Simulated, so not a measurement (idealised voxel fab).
process module | voxel released beams
cross-section cut | 205 nm wide | cells 5 nm
A cross-section is a grid of square cells, given in bands from the top down. A band is one or more rows of cells.
Each band's line starts with the height of the band's top and of its bottom, in nm. Then come its materials from left to right, each with its width in nm. One material with "throughout" fills the band from edge to edge. "air" is empty space.
Height 0 is the level under which the wafer as received is all one material. The lowest band goes on downwards, as in "0 down".
A width such as "30 to 40" changes by the same amount from each row of cells to the next, from the band's top row to its bottom row.
"no change" after a step means that no cell of the cross-section changed.
closed voids: empty space of 8 cells or more with no open way to the top, each as width x height at its distance from the left edge, in nm
after a step's settings: what the simulator itself notes on the step
overlay nm, on a step with a mask: how far to the right of its planned place the mask lay; to the left if negative
plan
1 op RECEIVE | material Si
2 op CONFORMAL_DEP | material SiN | thk nm 10
3 op DIRECTIONAL_DEP | material SiO2 | thk nm 20
4 op MASKED_ETCH | tone open | mask id ANCHOR | width nm 30 | etch materials SiO2 | depth nm 20 | overlay nm 0
5 op CONFORMAL_DEP | material W | thk nm 10
6 op MASKED_ETCH | tone cover | mask id BEAM | width nm 85 | etch materials W | depth nm 10 | overlay nm 0
7 op STRIP | etch materials SiO2
as received, after step 1
  0 down: Si throughout
  closed voids: none
a wafer at the end: this start, this plan, one mistake
  40 to 30: air 55 | W 20 | air 10 | W 55 | air 65
  30 to 20: air 65 | W 10 | air 10 | W 10 | air 110
  20 to 10: air 65 | W 30 | air 110
  10 to 0: SiN throughout
  0 down: Si throughout
  closed voids: none
what went wrong: step 4 ran as: op MASKED_ETCH | tone open | mask id ANCHOR | width nm 30 | etch materials SiO2 | depth nm 20 | overlay nm 5
